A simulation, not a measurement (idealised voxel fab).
process module | voxel capacitor over wiring
cross-section cut | 155 nm wide | cells 5 nm
A cross-section is a grid of square cells, given in bands from the top down. A band is one or more rows of cells.
Each band's line starts with the height of the band's top and of its bottom, in nm. Then come its materials from left to right, each with its width in nm. One material with "throughout" fills the band from edge to edge. "air" is empty space.
Height 0 is the level under which the wafer as received is all one material. The lowest band goes on downwards, as in "0 down".
A width such as "30 to 40" changes by the same amount from each row of cells to the next, from the band's top row to its bottom row.
"no change" after a step means that no cell of the cross-section changed.
closed voids: empty space of 8 cells or more with no open way to the top, each as width x height at its distance from the left edge, in nm
after a step's settings: what the simulator itself notes on the step
overlay nm, on a step with a mask: how far to the right of its planned place the mask lay; to the left if negative
plan
1 op RECEIVE | material Si
2 op CONFORMAL_DEP | material SiO2 | thk nm 15
3 op CONFORMAL_DEP | material SiN | thk nm 5
4 op DIRECTIONAL_DEP | material SiO2 | thk nm 15
5 op PATTERN | tone open | mask id METAL_1 | material resist | width nm 30 | pitch nm 85 | thk nm 20 | overlay nm 0
6 op DIRECTIONAL_ETCH | etch materials SiO2 | depth nm 15
7 op DIRECTIONAL_ETCH | etch materials SiN | depth nm 5
8 op STRIP | etch materials resist
9 op CONFORMAL_DEP | material TiN | thk nm 5
10 op FILL_DEP | material W | thk nm 10
11 op CMP | height nm 35
12 op CONFORMAL_DEP | material SiCN | thk nm 5
13 op DIRECTIONAL_DEP | material SiO2 | thk nm 10
14 op DIRECTIONAL_DEP | material aC | thk nm 15
15 op PATTERN | tone open | mask id PLUG_1 | material resist | width nm 15 | thk nm 30 | overlay nm 0
16 op DIRECTIONAL_ETCH | etch materials aC | depth nm 15
17 op STRIP | etch materials resist
18 op DIRECTIONAL_ETCH | etch materials SiO2 | depth nm 10
19 op DIRECTIONAL_ETCH | etch materials SiCN | depth nm 5
20 op STRIP | etch materials aC
21 op EPI | material Ru | thk nm 10
22 op EPI | material Ru | thk nm 5
23 op DIRECTIONAL_DEP | material TiN | thk nm 10
24 op DIRECTIONAL_DEP | material Al2O3 | thk nm 5
25 op DIRECTIONAL_DEP | material TiN | thk nm 5
26 op MASKED_ETCH | tone cover | mask id UPPER_PLATE | width nm 50 | etch materials TiN | depth nm 5 | overlay nm 0
27 op MASKED_ETCH | tone cover | mask id UPPER_PLATE | width nm 60 | etch materials Al2O3 | depth nm 5 | overlay nm 0
28 op PATTERN | tone cover | mask id LOWER_PLATE | material resist | width nm 70 | thk nm 20 | overlay nm 0
29 op DIRECTIONAL_ETCH | etch materials TiN | depth nm 10
30 op STRIP | etch materials resist
31 op FILL_DEP | material SiO2 | thk nm 20
32 op CMP | height nm 85
33 op PATTERN | tone open | mask id PLUG_2 | material resist | width nm 15 | thk nm 15 | overlay nm 0
34 op DIRECTIONAL_ETCH | etch materials SiO2 | depth nm 15
35 op STRIP | etch materials resist
36 op CONFORMAL_DEP | material TiN | thk nm 5
37 op FILL_DEP | material Ru | thk nm 5
38 op CMP | height nm 85
39 op CONFORMAL_DEP | material SiCN | thk nm 5
varied across the wafers: width nm of step 26. The plan shows the first wafer's value. All wafers start alike
first wafer as received, after step 1
  0 down: Si throughout
  closed voids: none
each wafer at the end: cells of each material gained (+) or lost (-) since it was received, then its closed voids
width nm 50 | +12 Al2O3 | +11 Ru | +59 SiCN | +19 SiN | +364 SiO2 | +69 TiN | +24 W | closed voids: none
width nm 55 | +12 Al2O3 | +11 Ru | +59 SiCN | +19 SiN | +363 SiO2 | +70 TiN | +24 W | closed voids: none
width nm 60 | +12 Al2O3 | +11 Ru | +59 SiCN | +19 SiN | +362 SiO2 | +71 TiN | +24 W | closed voids: none
width nm 65 | +13 Al2O3 | +11 Ru | +59 SiCN | +19 SiN | +360 SiO2 | +72 TiN | +24 W | closed voids: none
width nm 70 | +14 Al2O3 | +11 Ru | +59 SiCN | +19 SiN | +358 SiO2 | +73 TiN | +24 W | closed voids: none
width nm 75 | +15 Al2O3 | +11 Ru | +59 SiCN | +19 SiN | +355 SiO2 | +75 TiN | +24 W | closed voids: none
